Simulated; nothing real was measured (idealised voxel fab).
The document below concerns the process module designated voxel self aligned vias.
FYI the section here is cut, 265 nm wide, cells are 5 nm squares.
Cross-section spec: square-cell grid; bands listed top down; each band is one or more rows.
Top, bottom (nm), then materials left to right with widths (nm); lone material tagged "full width" fills the whole band edge to edge; "air" = empty space.
Heights from 0 (as-received wafer is one material below). Bottom band endless downward, as "0 and below".
The two numbers in a width such as "30->40" mark its ends across the band: the first belongs to the top row of cells, the second to the bottom row, and from each row to the next the width moves by the same amount.
Basically "no modification" means that step didn't change any cell in the cross-section.
Closed cavity list: empty space of 8 cells or more with no open way to the top, each as width x height at its distance from the left edge, in nm
On each step's line, the part that comes after the settings is the simulator's own comment on the step.
overlay nm: how far to the right of its planned place the mask lay on this masked step (negative: to the left).
### plan
| 1 | RECEIVE with material Si |
| 2 | CONFORMAL_DEP with material SiO2, thk nm 10 |
| 3 | CONFORMAL_DEP with material SiCN, thk nm 5 |
| 4 | DIRECTIONAL_DEP with material SiO2, thk nm 25 |
| 5 | MASKED_ETCH with tone open, mask id LINES, width nm 25, pitch nm 60, etch materials SiO2, depth nm 25, overlay nm 0 |
| 6 | CONFORMAL_DEP with material TiN, thk nm 5 |
| 7 | FILL_DEP with material W, thk nm 10 |
| 8 | CMP with height nm 40 |
| 9 | SELECTIVE_ETCH with etch materials W Ru TiN, depth nm 5 |
| 10 | FILL_DEP with material SiN, thk nm 10 |
| 11 | CMP with height nm 40 |
| 12 | DIRECTIONAL_DEP with material SiO2, thk nm 20 |
| 13 | PATTERN with tone open, mask id VIAS, material resist, width nm 35, pitch nm 120, thk nm 20, overlay nm 0 |
| 14 | DIRECTIONAL_ETCH with etch materials SiO2, depth nm 20 |
| 15 | DIRECTIONAL_ETCH with etch materials SiN, depth nm 5 |
| 16 | STRIP with etch materials resist |
| 17 | CONFORMAL_DEP with material TiN, thk nm 5 |
| 18 | FILL_DEP with material Ru, thk nm 5 |
| 19 | CMP with height nm 60 |
| 20 | CONFORMAL_DEP with material SiN, thk nm 5 |
### Step 1 complete: cross-section of the wafer as received
> 0 and below | Si full width
> Closed cavity list: none
### Sectioned view, first of two wafers, at the close of the module, processed as intended in the plan
> 65 down to 60 | SiN full width
> 60 down to 45 | 55 nm SiO2, 5 nm TiN, 25 nm Ru, 5 nm TiN, 85 nm SiO2, 5 nm TiN, 25 nm Ru, 5 nm TiN, 55 nm SiO2
> 45 down to 40 | 55 nm SiO2, 10 nm TiN, 15 nm Ru, 10 nm TiN, 85 nm SiO2, 10 nm TiN, 15 nm Ru, 10 nm TiN, 55 nm SiO2
> 40 down to 35 | 60 nm SiO2, 25 nm TiN, 35 nm SiO2, 25 nm SiN, 35 nm SiO2, 25 nm TiN, 60 nm SiO2
> 35 down to 20 | 60 nm SiO2, 5 nm TiN, 15 nm W, 5 nm TiN, 35 nm SiO2, 5 nm TiN, 15 nm W, 5 nm TiN, 35 nm SiO2, 5 nm TiN, 15 nm W, 5 nm TiN, 60 nm SiO2
> 20 down to 15 | 60 nm SiO2, 25 nm TiN, 35 nm SiO2, 25 nm TiN, 35 nm SiO2, 25 nm TiN, 60 nm SiO2
> 15 down to 10 | SiCN full width
> 10 down to 0 | SiO2 full width
> 0 and below | Si full width
> Closed cavity list: none
### Cross-section of the latter of the two wafers at module completion. It had an identical start and an identical plan to the former; in running it, one mistake was made
> 65 down to 60 | SiN full width
> 60 down to 45 | 55 nm SiO2, 5 nm TiN, 30 nm Ru, 5 nm TiN, 80 nm SiO2, 5 nm TiN, 30 nm Ru, 5 nm TiN, 50 nm SiO2
> 45 down to 40 | 55 nm SiO2, 10 nm TiN, 15 nm Ru, 15 nm TiN, 80 nm SiO2, 10 nm TiN, 15 nm Ru, 15 nm TiN, 50 nm SiO2
> 40 down to 35 | 60 nm SiO2, 25 nm TiN, 35 nm SiO2, 25 nm SiN, 35 nm SiO2, 25 nm TiN, 60 nm SiO2
> 35 down to 20 | 60 nm SiO2, 5 nm TiN, 15 nm W, 5 nm TiN, 35 nm SiO2, 5 nm TiN, 15 nm W, 5 nm TiN, 35 nm SiO2, 5 nm TiN, 15 nm W, 5 nm TiN, 60 nm SiO2
> 20 down to 15 | 60 nm SiO2, 25 nm TiN, 35 nm SiO2, 25 nm TiN, 35 nm SiO2, 25 nm TiN, 60 nm SiO2
> 15 down to 10 | SiCN full width
> 10 down to 0 | SiO2 full width
> 0 and below | Si full width
> Closed cavity list: none
The mistake made against the process plan was this: step 13 went in with a setting other than planned; the actual run was PATTERN with tone open, mask id VIAS, material resist, width nm 40, pitch nm 120, thk nm 20, overlay nm 0
Materials where the second wafer ends with more or fewer cells than the first: Ru +6; SiO2 -8; TiN +2
